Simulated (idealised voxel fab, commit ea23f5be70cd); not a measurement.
Process module under the name voxel wiring stack
Each square cell in cross-section cut measures 5 nm, and the section as a whole is 190 nm wide.
Reading order for cross-sections: top band down to bottom band. Underlying form: a grid of square cells. Band size: one or more rows of cells.
First you get the band's top height and its bottom height, in nm, and then the materials it's made of, left to right, with each width in nm. If you see a single material with "throughout", that one covers the band edge to edge. "blank" is empty space.
The level at which height equals 0 is the one under which the wafer, as it arrives, is entirely one material. No lower edge exists for the bottom band, which continues downward and is notated as in "z 0 and below".
A two-number width, for instance "30..40", indicates that the width is equal to the first number in the top row of the band and to the second number in the bottom row, and that it changes by a constant amount per row of cells.
It should be understood that the words "remained the same", when stated for a given step, signify that the cross-section underwent no change in any of its cells during that step.
"Completely enclosed voids" enumerates empty spaces isolated from the top, with no open way to it, that contain at least 8 cells, giving each as width x height at distance from the left edge, all three in nm.
Heads up: the bit after the settings on a step's line is the simulator's remark on that step.
Among the settings permitted on a step's line is "overlay nm"; applied to a step with a mask, it specifies the extent to which the mask lay to the right of its planned position, whereas a negative figure signifies a position to the left.

[This section lists the process steps that were planned]
1 RECEIVE, material Si
2 CONFORMAL_DEP, material SiO2, thk nm 10
3 CONFORMAL_DEP, material SiCN, thk nm 5
4 DIRECTIONAL_DEP, material lowk, thk nm 25
5 DIRECTIONAL_DEP, material aC, thk nm 15
6 PATTERN, tone open, mask id METAL_1, material resist, width nm 20, pitch nm 40, thk nm 35, overlay nm 0
7 DIRECTIONAL_ETCH, etch materials aC, depth nm 15
8 STRIP, etch materials resist
9 DIRECTIONAL_ETCH, etch materials lowk, depth nm 25
10 DIRECTIONAL_ETCH, etch materials SiCN, depth nm 5
11 STRIP, etch materials aC
12 CONFORMAL_DEP, material TiN, thk nm 5
13 FILL_DEP, material Ru, thk nm 5
14 CMP, height nm 40
15 CONFORMAL_DEP, material SiCN, thk nm 5
16 DIRECTIONAL_DEP, material lowk, thk nm 15
17 DIRECTIONAL_DEP, material aC, thk nm 15
18 PATTERN, tone open, mask id PLUG_1, material resist, width nm 15, pitch nm 40, thk nm 35, overlay nm 0
19 DIRECTIONAL_ETCH, etch materials aC, depth nm 15
20 STRIP, etch materials resist
21 DIRECTIONAL_ETCH, etch materials lowk, depth nm 15
22 DIRECTIONAL_ETCH, etch materials SiCN, depth nm 5
23 STRIP, etch materials aC
24 EPI, material Ru, thk nm 10
25 EPI, material Ru, thk nm 10
26 CONFORMAL_DEP, material SiN, thk nm 5
27 DIRECTIONAL_DEP, material SiO2, thk nm 15
28 MASKED_ETCH, tone open, mask id METAL_2, width nm 20, pitch nm 40, etch materials SiO2, depth nm 15, overlay nm 0
29 MASKED_ETCH, tone open, mask id METAL_2, width nm 20, pitch nm 40, etch materials SiN, depth nm 5, overlay nm 0
30 CONFORMAL_DEP, material TiN, thk nm 5
31 FILL_DEP, material W, thk nm 10
32 CMP, height nm 80
33 CONFORMAL_DEP, material SiN, thk nm 5

[On the first of the two wafers: run conducted according to plan]

[Cross-section: wafer on arrival = after step 1]
> z 0 and below: Si throughout
> Completely enclosed voids: none

[Presented here is a cross-section of the wafer after step 2 has been performed]
> z 10 to 0: SiO2 throughout
> Whatever lies below 0 is exactly as it was before.

[Presented here is a cross-section of the wafer after step 3 has been performed]
> z 15 to 10: SiCN throughout
> Whatever lies below 10 is exactly as it was before.

[Presented here is a cross-section of the wafer after step 4 has been performed]
> z 40 to 15: lowk throughout
> Whatever lies below 15 is exactly as it was before.

[Presented here is a cross-section of the wafer after step 5 has been performed]
> z 55 to 40: aC throughout
> Whatever lies below 40 is exactly as it was before.

[Presented here is a cross-section of the wafer after step 6 has been performed]
> z 90 to 55: 25 of resist, 20 of blank, 20 of resist, 20 of blank, 20 of resist, 20 of blank, 20 of resist, 20 of blank, 25 of resist
> Whatever lies below 55 is exactly as it was before.

[Presented here is a cross-section of the wafer after step 7 has been performed]
> z 75 to 55: 25 of resist, 20 of blank, 20 of resist, 20 of blank, 20 of resist, 20 of blank, 20 of resist, 20 of blank, 25 of resist
> z 55 to 40: 25 of aC, 20 of blank, 20 of aC, 20 of blank, 20 of aC, 20 of blank, 20 of aC, 20 of blank, 25 of aC
> Whatever lies below 40 is exactly as it was before.

[Presented here is a cross-section of the wafer after step 8 has been performed]
> z 55 to 40: 25 of aC, 20 of blank, 20 of aC, 20 of blank, 20 of aC, 20 of blank, 20 of aC, 20 of blank, 25 of aC
> Whatever lies below 40 is exactly as it was before.

[Presented here is a cross-section of the wafer after step 9 has been performed]
> z 55 to 40: 25 of aC, 20 of blank, 20 of aC, 20 of blank, 20 of aC, 20 of blank, 20 of aC, 20 of blank, 25 of aC
> z 40 to 15: 25 of lowk, 20 of blank, 20 of lowk, 20 of blank, 20 of lowk, 20 of blank, 20 of lowk, 20 of blank, 25 of lowk
> Whatever lies below 15 is exactly as it was before.

[Presented here is a cross-section of the wafer after step 10 has been performed]
> z 55 to 40: 25 of aC, 20 of blank, 20 of aC, 20 of blank, 20 of aC, 20 of blank, 20 of aC, 20 of blank, 25 of aC
> z 40 to 15: 25 of lowk, 20 of blank, 20 of lowk, 20 of blank, 20 of lowk, 20 of blank, 20 of lowk, 20 of blank, 25 of lowk
> z 15 to 10: 25 of SiCN, 20 of blank, 20 of SiCN, 20 of blank, 20 of SiCN, 20 of blank, 20 of SiCN, 20 of blank, 25 of SiCN
> Whatever lies below 10 is exactly as it was before.

[Presented here is a cross-section of the wafer after step 11 has been performed]
> z 40 to 15: 25 of lowk, 20 of blank, 20 of lowk, 20 of blank, 20 of lowk, 20 of blank, 20 of lowk, 20 of blank, 25 of lowk
> Whatever lies below 15 is exactly as it was before.

[Presented here is a cross-section of the wafer after step 12 has been performed]
> z 45 to 40: 30 of TiN, 10 of blank, 30 of TiN, 10 of blank, 30 of TiN, 10 of blank, 30 of TiN, 10 of blank, 30 of TiN
> z 40 to 15: 25 of lowk, 5 of TiN, 10 of blank, 5 of TiN, 20 of lowk, 5 of TiN, 10 of blank, 5 of TiN, 20 of lowk, 5 of TiN, 10 of blank, 5 of TiN, 20 of lowk, 5 of TiN, 10 of blank, 5 of TiN, 25 of lowk
> z 15 to 10: 25 of SiCN, 20 of TiN, 20 of SiCN, 20 of TiN, 20 of SiCN, 20 of TiN, 20 of SiCN, 20 of TiN, 25 of SiCN
> Whatever lies below 10 is exactly as it was before.

[Presented here is a cross-section of the wafer after step 13 has been performed]
> z 50 to 45: Ru throughout
> z 45 to 40: 30 of TiN, 10 of Ru, 30 of TiN, 10 of Ru, 30 of TiN, 10 of Ru, 30 of TiN, 10 of Ru, 30 of TiN
> z 40 to 15: 25 of lowk, 5 of TiN, 10 of Ru, 5 of TiN, 20 of lowk, 5 of TiN, 10 of Ru, 5 of TiN, 20 of lowk, 5 of TiN, 10 of Ru, 5 of TiN, 20 of lowk, 5 of TiN, 10 of Ru, 5 of TiN, 25 of lowk
> Whatever lies below 15 is exactly as it was before.

[Presented here is a cross-section of the wafer after step 14 has been performed]
> z 40 to 15: 25 of lowk, 5 of TiN, 10 of Ru, 5 of TiN, 20 of lowk, 5 of TiN, 10 of Ru, 5 of TiN, 20 of lowk, 5 of TiN, 10 of Ru, 5 of TiN, 20 of lowk, 5 of TiN, 10 of Ru, 5 of TiN, 25 of lowk
> Whatever lies below 15 is exactly as it was before.

[Presented here is a cross-section of the wafer after step 15 has been performed]
> z 45 to 40: SiCN throughout
> Whatever lies below 40 is exactly as it was before.

[Presented here is a cross-section of the wafer after step 16 has been performed]
> z 60 to 45: lowk throughout
> Whatever lies below 45 is exactly as it was before.

[Presented here is a cross-section of the wafer after step 17 has been performed]
> z 75 to 60: aC throughout
> Whatever lies below 60 is exactly as it was before.

[Presented here is a cross-section of the wafer after step 18 has been performed]
> z 110 to 75: 25 of resist, 15 of blank, 25 of resist, 15 of blank, 25 of resist, 15 of blank, 25 of resist, 15 of blank, 30 of resist
> Whatever lies below 75 is exactly as it was before.

[Presented here is a cross-section of the wafer after step 19 has been performed]
> z 95 to 75: 25 of resist, 15 of blank, 25 of resist, 15 of blank, 25 of resist, 15 of blank, 25 of resist, 15 of blank, 30 of resist
> z 75 to 60: 25 of aC, 15 of blank, 25 of aC, 15 of blank, 25 of aC, 15 of blank, 25 of aC, 15 of blank, 30 of aC
> Whatever lies below 60 is exactly as it was before.

[Presented here is a cross-section of the wafer after step 20 has been performed]
> z 75 to 60: 25 of aC, 15 of blank, 25 of aC, 15 of blank, 25 of aC, 15 of blank, 25 of aC, 15 of blank, 30 of aC
> Whatever lies below 60 is exactly as it was before.

[Presented here is a cross-section of the wafer after step 21 has been performed]
> z 75 to 60: 25 of aC, 15 of blank, 25 of aC, 15 of blank, 25 of aC, 15 of blank, 25 of aC, 15 of blank, 30 of aC
> z 60 to 45: 25 of lowk, 15 of blank, 25 of lowk, 15 of blank, 25 of lowk, 15 of blank, 25 of lowk, 15 of blank, 30 of lowk
> Whatever lies below 45 is exactly as it was before.

[Presented here is a cross-section of the wafer after step 22 has been performed]
> z 75 to 60: 25 of aC, 15 of blank, 25 of aC, 15 of blank, 25 of aC, 15 of blank, 25 of aC, 15 of blank, 30 of aC
> z 60 to 45: 25 of lowk, 15 of blank, 25 of lowk, 15 of blank, 25 of lowk, 15 of blank, 25 of lowk, 15 of blank, 30 of lowk
> z 45 to 40: 25 of SiCN, 15 of blank, 25 of SiCN, 15 of blank, 25 of SiCN, 15 of blank, 25 of SiCN, 15 of blank, 30 of SiCN
> Whatever lies below 40 is exactly as it was before.

[Presented here is a cross-section of the wafer after step 23 has been performed]
> z 60 to 45: 25 of lowk, 15 of blank, 25 of lowk, 15 of blank, 25 of lowk, 15 of blank, 25 of lowk, 15 of blank, 30 of lowk
> Whatever lies below 45 is exactly as it was before.

[Presented here is a cross-section of the wafer after step 24 has been performed]
> z 60 to 50: 25 of lowk, 15 of blank, 25 of lowk, 15 of blank, 25 of lowk, 15 of blank, 25 of lowk, 15 of blank, 30 of lowk
> z 50 to 45: 25 of lowk, 15 of Ru, 25 of lowk, 15 of Ru, 25 of lowk, 15 of Ru, 25 of lowk, 15 of Ru, 30 of lowk
> z 45 to 40: 25 of SiCN, 15 of Ru, 25 of SiCN, 15 of Ru, 25 of SiCN, 15 of Ru, 25 of SiCN, 15 of Ru, 30 of SiCN
> Whatever lies below 40 is exactly as it was before.

[Presented here is a cross-section of the wafer after step 25 has been performed]
> z 60 to 45: 25 of lowk, 15 of Ru, 25 of lowk, 15 of Ru, 25 of lowk, 15 of Ru, 25 of lowk, 15 of Ru, 30 of lowk
> Whatever lies below 45 is exactly as it was before.

[Presented here is a cross-section of the wafer after step 26 has been performed]
> z 65 to 60: SiN throughout
> Whatever lies below 60 is exactly as it was before.

[Presented here is a cross-section of the wafer after step 27 has been performed]
> z 80 to 65: SiO2 throughout
> Whatever lies below 65 is exactly as it was before.

[Presented here is a cross-section of the wafer after step 28 has been performed]
> z 80 to 65: 25 of SiO2, 20 of blank, 20 of SiO2, 20 of blank, 20 of SiO2, 20 of blank, 20 of SiO2, 20 of blank, 25 of SiO2
> Whatever lies below 65 is exactly as it was before.

[Presented here is a cross-section of the wafer after step 29 has been performed]
> z 80 to 65: 25 of SiO2, 20 of blank, 20 of SiO2, 20 of blank, 20 of SiO2, 20 of blank, 20 of SiO2, 20 of blank, 25 of SiO2
> z 65 to 60: 25 of SiN, 20 of blank, 20 of SiN, 20 of blank, 20 of SiN, 20 of blank, 20 of SiN, 20 of blank, 25 of SiN
> Whatever lies below 60 is exactly as it was before.

[Presented here is a cross-section of the wafer after step 30 has been performed]
> z 85 to 80: 30 of TiN, 10 of blank, 30 of TiN, 10 of blank, 30 of TiN, 10 of blank, 30 of TiN, 10 of blank, 30 of TiN
> z 80 to 65: 25 of SiO2, 5 of TiN, 10 of blank, 5 of TiN, 20 of SiO2, 5 of TiN, 10 of blank, 5 of TiN, 20 of SiO2, 5 of TiN, 10 of blank, 5 of TiN, 20 of SiO2, 5 of TiN, 10 of blank, 5 of TiN, 25 of SiO2
> z 65 to 60: 25 of SiN, 20 of TiN, 20 of SiN, 20 of TiN, 20 of SiN, 20 of TiN, 20 of SiN, 20 of TiN, 25 of SiN
> Whatever lies below 60 is exactly as it was before.

[Presented here is a cross-section of the wafer after step 31 has been performed]
> z 95 to 85: W throughout
> z 85 to 80: 30 of TiN, 10 of W, 30 of TiN, 10 of W, 30 of TiN, 10 of W, 30 of TiN, 10 of W, 30 of TiN
> z 80 to 65: 25 of SiO2, 5 of TiN, 10 of W, 5 of TiN, 20 of SiO2, 5 of TiN, 10 of W, 5 of TiN, 20 of SiO2, 5 of TiN, 10 of W, 5 of TiN, 20 of SiO2, 5 of TiN, 10 of W, 5 of TiN, 25 of SiO2
> Whatever lies below 65 is exactly as it was before.

[Presented here is a cross-section of the wafer after step 32 has been performed]
> z 80 to 65: 25 of SiO2, 5 of TiN, 10 of W, 5 of TiN, 20 of SiO2, 5 of TiN, 10 of W, 5 of TiN, 20 of SiO2, 5 of TiN, 10 of W, 5 of TiN, 20 of SiO2, 5 of TiN, 10 of W, 5 of TiN, 25 of SiO2
> Whatever lies below 65 is exactly as it was before.

[Presented here is a cross-section of the wafer after step 33 has been performed]
> z 85 to 80: SiN throughout
> Whatever lies below 80 is exactly as it was before.

[What follows concerns the second wafer, which started out like the first and was meant to follow the very same plan; one mistake crept in when it was run, but everything up to and including step 2 is the same as for the first wafer]

[when step 3 should have ended]
> z 35 to 10: lowk throughout
> Whatever lies below 10 is exactly as it was before.

[when step 4 should have ended]
> z 40 to 35: SiCN throughout
> Whatever lies below 35 is exactly as it was before.

[when step 5 should have ended]
> z 55 to 40: aC throughout
> Whatever lies below 40 is exactly as it was before.

[when step 6 should have ended]
> z 90 to 55: 25 of resist, 20 of blank, 20 of resist, 20 of blank, 20 of resist, 20 of blank, 20 of resist, 20 of blank, 25 of resist
> Whatever lies below 55 is exactly as it was before.

[when step 7 should have ended]
> z 75 to 55: 25 of resist, 20 of blank, 20 of resist, 20 of blank, 20 of resist, 20 of blank, 20 of resist, 20 of blank, 25 of resist
> z 55 to 40: 25 of aC, 20 of blank, 20 of aC, 20 of blank, 20 of aC, 20 of blank, 20 of aC, 20 of blank, 25 of aC
> Whatever lies below 40 is exactly as it was before.

[when step 8 should have ended]
> z 55 to 40: 25 of aC, 20 of blank, 20 of aC, 20 of blank, 20 of aC, 20 of blank, 20 of aC, 20 of blank, 25 of aC
> Whatever lies below 40 is exactly as it was before.

when step 9 should have ended: remained the same

[when step 10 should have ended]
> z 55 to 40: 25 of aC, 20 of blank, 20 of aC, 20 of blank, 20 of aC, 20 of blank, 20 of aC, 20 of blank, 25 of aC
> z 40 to 35: 25 of SiCN, 20 of blank, 20 of SiCN, 20 of blank, 20 of SiCN, 20 of blank, 20 of SiCN, 20 of blank, 25 of SiCN
> Whatever lies below 35 is exactly as it was before.

[when step 11 should have ended]
> z 40 to 35: 25 of SiCN, 20 of blank, 20 of SiCN, 20 of blank, 20 of SiCN, 20 of blank, 20 of SiCN, 20 of blank, 25 of SiCN
> Whatever lies below 35 is exactly as it was before.

[when step 12 should have ended]
> z 45 to 40: 30 of TiN, 10 of blank, 30 of TiN, 10 of blank, 30 of TiN, 10 of blank, 30 of TiN, 10 of blank, 30 of TiN
> z 40 to 35: 25 of SiCN, 20 of TiN, 20 of SiCN, 20 of TiN, 20 of SiCN, 20 of TiN, 20 of SiCN, 20 of TiN, 25 of SiCN
> Whatever lies below 35 is exactly as it was before.

[when step 13 should have ended]
> z 50 to 45: Ru throughout
> z 45 to 40: 30 of TiN, 10 of Ru, 30 of TiN, 10 of Ru, 30 of TiN, 10 of Ru, 30 of TiN, 10 of Ru, 30 of TiN
> Whatever lies below 40 is exactly as it was before.

[when step 14 should have ended]
> z 40 to 35: 25 of SiCN, 20 of TiN, 20 of SiCN, 20 of TiN, 20 of SiCN, 20 of TiN, 20 of SiCN, 20 of TiN, 25 of SiCN
> Whatever lies below 35 is exactly as it was before.

[when step 15 should have ended]
> z 45 to 40: SiCN throughout
> Whatever lies below 40 is exactly as it was before.

[when step 16 should have ended]
> z 60 to 45: lowk throughout
> Whatever lies below 45 is exactly as it was before.

[when step 17 should have ended]
> z 75 to 60: aC throughout
> Whatever lies below 60 is exactly as it was before.

[when step 18 should have ended]
> z 110 to 75: 25 of resist, 15 of blank, 25 of resist, 15 of blank, 25 of resist, 15 of blank, 25 of resist, 15 of blank, 30 of resist
> Whatever lies below 75 is exactly as it was before.

[when step 19 should have ended]
> z 95 to 75: 25 of resist, 15 of blank, 25 of resist, 15 of blank, 25 of resist, 15 of blank, 25 of resist, 15 of blank, 30 of resist
> z 75 to 60: 25 of aC, 15 of blank, 25 of aC, 15 of blank, 25 of aC, 15 of blank, 25 of aC, 15 of blank, 30 of aC
> Whatever lies below 60 is exactly as it was before.

[when step 20 should have ended]
> z 75 to 60: 25 of aC, 15 of blank, 25 of aC, 15 of blank, 25 of aC, 15 of blank, 25 of aC, 15 of blank, 30 of aC
> Whatever lies below 60 is exactly as it was before.

[when step 21 should have ended]
> z 75 to 60: 25 of aC, 15 of blank, 25 of aC, 15 of blank, 25 of aC, 15 of blank, 25 of aC, 15 of blank, 30 of aC
> z 60 to 45: 25 of lowk, 15 of blank, 25 of lowk, 15 of blank, 25 of lowk, 15 of blank, 25 of lowk, 15 of blank, 30 of lowk
> Whatever lies below 45 is exactly as it was before.

[when step 22 should have ended]
> z 75 to 60: 25 of aC, 15 of blank, 25 of aC, 15 of blank, 25 of aC, 15 of blank, 25 of aC, 15 of blank, 30 of aC
> z 60 to 45: 25 of lowk, 15 of blank, 25 of lowk, 15 of blank, 25 of lowk, 15 of blank, 25 of lowk, 15 of blank, 30 of lowk
> z 45 to 40: 25 of SiCN, 15 of blank, 25 of SiCN, 15 of blank, 25 of SiCN, 15 of blank, 25 of SiCN, 15 of blank, 30 of SiCN
> Whatever lies below 40 is exactly as it was before.

[when step 23 should have ended]
> z 60 to 45: 25 of lowk, 15 of blank, 25 of lowk, 15 of blank, 25 of lowk, 15 of blank, 25 of lowk, 15 of blank, 30 of lowk
> Whatever lies below 45 is exactly as it was before.

[when step 24 should have ended]
> z 60 to 50: 25 of lowk, 15 of blank, 25 of lowk, 15 of blank, 25 of lowk, 15 of blank, 25 of lowk, 15 of blank, 30 of lowk
> z 50 to 45: 25 of lowk, 15 of Ru, 25 of lowk, 15 of Ru, 25 of lowk, 15 of Ru, 25 of lowk, 15 of Ru, 30 of lowk
> z 45 to 40: 25 of SiCN, 15 of Ru, 25 of SiCN, 15 of Ru, 25 of SiCN, 15 of Ru, 25 of SiCN, 15 of Ru, 30 of SiCN
> Whatever lies below 40 is exactly as it was before.

[when step 25 should have ended]
> z 60 to 45: 25 of lowk, 15 of Ru, 25 of lowk, 15 of Ru, 25 of lowk, 15 of Ru, 25 of lowk, 15 of Ru, 30 of lowk
> Whatever lies below 45 is exactly as it was before.

[when step 26 should have ended]
> z 65 to 60: SiN throughout
> Whatever lies below 60 is exactly as it was before.

[when step 27 should have ended]
> z 80 to 65: SiO2 throughout
> Whatever lies below 65 is exactly as it was before.

[when step 28 should have ended]
> z 80 to 65: 25 of SiO2, 20 of blank, 20 of SiO2, 20 of blank, 20 of SiO2, 20 of blank, 20 of SiO2, 20 of blank, 25 of SiO2
> Whatever lies below 65 is exactly as it was before.

[when step 29 should have ended]
> z 80 to 65: 25 of SiO2, 20 of blank, 20 of SiO2, 20 of blank, 20 of SiO2, 20 of blank, 20 of SiO2, 20 of blank, 25 of SiO2
> z 65 to 60: 25 of SiN, 20 of blank, 20 of SiN, 20 of blank, 20 of SiN, 20 of blank, 20 of SiN, 20 of blank, 25 of SiN
> Whatever lies below 60 is exactly as it was before.

[when step 30 should have ended]
> z 85 to 80: 30 of TiN, 10 of blank, 30 of TiN, 10 of blank, 30 of TiN, 10 of blank, 30 of TiN, 10 of blank, 30 of TiN
> z 80 to 65: 25 of SiO2, 5 of TiN, 10 of blank, 5 of TiN, 20 of SiO2, 5 of TiN, 10 of blank, 5 of TiN, 20 of SiO2, 5 of TiN, 10 of blank, 5 of TiN, 20 of SiO2, 5 of TiN, 10 of blank, 5 of TiN, 25 of SiO2
> z 65 to 60: 25 of SiN, 20 of TiN, 20 of SiN, 20 of TiN, 20 of SiN, 20 of TiN, 20 of SiN, 20 of TiN, 25 of SiN
> Whatever lies below 60 is exactly as it was before.

[when step 31 should have ended]
> z 95 to 85: W throughout
> z 85 to 80: 30 of TiN, 10 of W, 30 of TiN, 10 of W, 30 of TiN, 10 of W, 30 of TiN, 10 of W, 30 of TiN
> z 80 to 65: 25 of SiO2, 5 of TiN, 10 of W, 5 of TiN, 20 of SiO2, 5 of TiN, 10 of W, 5 of TiN, 20 of SiO2, 5 of TiN, 10 of W, 5 of TiN, 20 of SiO2, 5 of TiN, 10 of W, 5 of TiN, 25 of SiO2
> Whatever lies below 65 is exactly as it was before.

[when step 32 should have ended]
> z 80 to 65: 25 of SiO2, 5 of TiN, 10 of W, 5 of TiN, 20 of SiO2, 5 of TiN, 10 of W, 5 of TiN, 20 of SiO2, 5 of TiN, 10 of W, 5 of TiN, 20 of SiO2, 5 of TiN, 10 of W, 5 of TiN, 25 of SiO2
> Whatever lies below 65 is exactly as it was before.

[when step 33 should have ended]
> z 85 to 80: SiN throughout
> Whatever lies below 80 is exactly as it was before.
Here's what went sideways: transposition of steps 3 and 4 relative to the planned sequence
End check, counted in cells, second wafer has more or fewer of these materials than the first: 40 fewer of Ru | 40 fewer of TiN | 80 more of lowk
